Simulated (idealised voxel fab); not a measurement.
Herein follows the process module entitled voxel gate over fins.
The cross-section on display is named cut; it measures 245 nm wide, and its cells are 5 nm squares.
In this document a cross-section is written as a grid of square cells. It is given as a series of bands, listed from the top down, and a band is one or more rows of cells. The band entry comprises the height of the band's top followed by the height of its bottom, expressed in nm, and subsequently the band's materials from left to right, each stated together with its width in nm. Where a single material is marked with the word "all across", that material fills the band from edge to edge. The word "empty" represents empty space. Heights are expressed relative to 0, this being the level below which the as-received wafer comprises one material exclusively. The lowest band is unbounded in the downward direction and is denoted as in "z 0 and below". The notation "30..40" denotes a width that varies across the rows of cells in the band, beginning at the first number in the top row, finishing at the second number in the bottom row, and changing by an identical amount from each row to the next. A step reported as "no modification" is a step in which no cell of the cross-section changed. The list in "Unvented voids" covers empty spaces of 8 cells or more that cannot reach the top through any open way, and it gives each as width x height at distance; the distance is from the left edge, and width, height and distance are in nm. Read whatever lies past the settings on a step's line as the simulator's own remark about the step. "overlay nm", when on a step's line for a step with a mask, measures how far to the right of its planned place the mask lay; a negative measure means to the left.

### Process steps foreseen in the plan
- 1: RECEIVE (material Si)
- 2: CONFORMAL_DEP (material SiN; thk nm 5)
- 3: PATTERN (tone cover; mask id FINS; material resist; width nm 15; pitch nm 35; thk nm 20; overlay nm 0)
- 4: DIRECTIONAL_ETCH (etch materials SiN; depth nm 5)
- 5: DIRECTIONAL_ETCH (etch materials Si; depth nm 30)
- 6: STRIP (etch materials resist)
- 7: FILL_DEP (material SiO2; thk nm 10)
- 8: CMP (height nm 5)
- 9: SELECTIVE_ETCH (etch materials SiO2; depth nm 20)
- 10: STRIP (etch materials SiN)
- 11: CONFORMAL_DEP (material HfO2; thk nm 5)
- 12: CONFORMAL_DEP (material TiN; thk nm 5)
- 13: CONFORMAL_DEP (material TiAl; thk nm 5)
- 14: CONFORMAL_DEP (material TiN; thk nm 5)
- 15: FILL_DEP (material W; thk nm 15)
- 16: CMP (height nm 30)
- 17: CONFORMAL_DEP (material SiCN; thk nm 5)

### as received, after step 1
  z 0 and below | Si all across
  Unvented voids: none

### Cross-section: first of two wafers, module finished, run according to plan
  z 35 to 30 | SiCN all across
  z 30 to 20 | W all across
  z 20 to 15 | 75 of W / 90 of TiN / 80 of W
  z 15 to 10 | 75 of W / 5 of TiN / 80 of TiAl / 5 of TiN / 80 of W
  z 10 to 5 | 75 of W / 5 of TiN / 5 of TiAl / 70 of TiN / 5 of TiAl / 5 of TiN / 80 of W
  z 5 to 0 | 80 of TiN / 5 of TiAl / 5 of TiN / 25 of HfO2 / 10 of TiN / 25 of HfO2 / 5 of TiN / 5 of TiAl / 85 of TiN
  z 0 to -5 | 85 of TiAl / 5 of TiN / 5 of HfO2 / 15 of Si / 5 of HfO2 / 10 of TiN / 5 of HfO2 / 15 of Si / 5 of HfO2 / 5 of TiN / 90 of TiAl
  z -5 to -10 | 90 of TiN / 5 of HfO2 / 15 of Si / 5 of HfO2 / 10 of TiN / 5 of HfO2 / 15 of Si / 5 of HfO2 / 95 of TiN
  z -10 to -15 | 95 of HfO2 / 15 of Si / 20 of HfO2 / 15 of Si / 100 of HfO2
  z -15 to -30 | 95 of SiO2 / 15 of Si / 20 of SiO2 / 15 of Si / 100 of SiO2
  z -30 and below | Si all across
  Unvented voids: none

### Cross-sectional view of the second of two wafers upon completion of the module. This wafer shared its starting condition and process plan with the first; one error was made during its execution
  z 35 to 30 | SiCN all across
  z 30 to 15 | W all across
  z 15 to 5 | 80 of W / 80 of TiN / 85 of W
  z 5 to 0 | 80 of W / 10 of TiN / 25 of HfO2 / 10 of TiN / 25 of HfO2 / 10 of TiN / 85 of W
  z 0 to -10 | 90 of TiN / 5 of HfO2 / 15 of Si / 5 of HfO2 / 10 of TiN / 5 of HfO2 / 15 of Si / 5 of HfO2 / 95 of TiN
  z -10 to -15 | 95 of HfO2 / 15 of Si / 20 of HfO2 / 15 of Si / 100 of HfO2
  z -15 to -30 | 95 of SiO2 / 15 of Si / 20 of SiO2 / 15 of Si / 100 of SiO2
  z -30 and below | Si all across
  Unvented voids: none
Which mistake was made when the wafer was run? step 13 of the plan: omitted, not performed
In the final state, the cell counts of the second wafer exceed or fall short of those of the first for the following materials: 55 fewer of TiAl | 55 more of W
